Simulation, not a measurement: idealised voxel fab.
voxel gate over fins: a process module
Each square cell in cross-section cut measures 5 nm, and the section as a whole is 250 nm wide.
Each cross-section below is a grid of square cells, stated as bands in top-down order, with one or more rows of cells making up each band. The band entry comprises the height of the band's top followed by the height of its bottom, expressed in nm, and subsequently the band's materials from left to right, each stated together with its width in nm. Where a single material is marked with the word "edge to edge", that material fills the band from edge to edge. The word "empty" represents empty space. Ref level 0: as-received wafer is one material below here. Bottom band extends down with no lower bound ("0 -> down"). A two-number width, for instance "30 to 40", indicates that the width is equal to the first number in the top row of the band and to the second number in the bottom row, and that it changes by a constant amount per row of cells. Given "stayed the same" for a step, no cell of the cross-section differs between before and after that step. Under "Sealed internal cavities" you'll find the enclosed gaps, the ones with no way out to the top, that are 8 cells or bigger; each reads width x height at distance, with distance counted from the left edge, everything in nm. Where a step's line continues beyond its settings, the continuation is a remark by the simulator itself on that step. overlay nm: right-of-plan distance of the mask on a masked step; negative values mean left-of-plan.
Here's what the planned process steps look like
1: RECEIVE | material Si
2: CONFORMAL_DEP | material SiN | thk nm 5
3: DIRECTIONAL_DEP | material aC | thk nm 15
4: PATTERN | tone cover | mask id FINS | material resist | width nm 15 | pitch nm 50 | thk nm 30 | overlay nm 0
5: DIRECTIONAL_ETCH | etch materials aC | depth nm 15
6: STRIP | etch materials resist
7: DIRECTIONAL_ETCH | etch materials SiN | depth nm 5
8: DIRECTIONAL_ETCH | etch materials Si | depth nm 40
9: STRIP | etch materials aC
10: FILL_DEP | material SiO2 | thk nm 15
11: CMP | height nm 5
12: DIRECTIONAL_DEP | material aC | thk nm 10
13: PATTERN | tone open | mask id RAIL | material resist | width nm 15 | thk nm 25 | overlay nm 0
14: DIRECTIONAL_ETCH | etch materials aC | depth nm 10
15: STRIP | etch materials resist
16: DIRECTIONAL_ETCH | etch materials SiO2 | depth nm 40
17: STRIP | etch materials aC
18: CONFORMAL_DEP | material TiN | thk nm 5
19: FILL_DEP | material Ru | thk nm 5
20: CMP | height nm 5
21: SELECTIVE_ETCH | etch materials W Ru TiN | depth nm 10
22: FILL_DEP | material SiO2 | thk nm 5
23: CMP | height nm 5
24: SELECTIVE_ETCH | etch materials SiO2 | depth nm 15
25: STRIP | etch materials SiN
26: CONFORMAL_DEP | material HfO2 | thk nm 5
27: CONFORMAL_DEP | material TiN | thk nm 5
28: FILL_DEP | material W | thk nm 15
29: CMP | height nm 20
30: CONFORMAL_DEP | material SiN | thk nm 5
varied across the wafers: depth nm of step 21. The plan shows the first wafer's value. All wafers start alike
As received, i.e. after step 1: cross-section through the first of several wafers
	0 -> down: Si edge to edge
	Sealed internal cavities: none
Each row below is a wafer at the end of the module, listing for every material the number of cells it has gained (+) or lost (-) since it was received, followed by its closed voids
depth nm 10; +64 HfO2; +5 Ru; -328 Si; +50 SiN; +231 SiO2; +73 TiN; +155 W; Sealed internal cavities: none
depth nm 15; +62 HfO2; +4 Ru; -328 Si; +50 SiN; +231 SiO2; +73 TiN; +158 W; Sealed internal cavities: none
depth nm 20; +62 HfO2; +3 Ru; -328 Si; +50 SiN; +234 SiO2; +71 TiN; +158 W; Sealed internal cavities: none
depth nm 25; +62 HfO2; +2 Ru; -328 Si; +50 SiN; +237 SiO2; +69 TiN; +158 W; Sealed internal cavities: none
depth nm 30; +62 HfO2; +1 Ru; -328 Si; +50 SiN; +240 SiO2; +67 TiN; +158 W; Sealed internal cavities: none
depth nm 35; +62 HfO2; -328 Si; +50 SiN; +243 SiO2; +65 TiN; +158 W; Sealed internal cavities: none
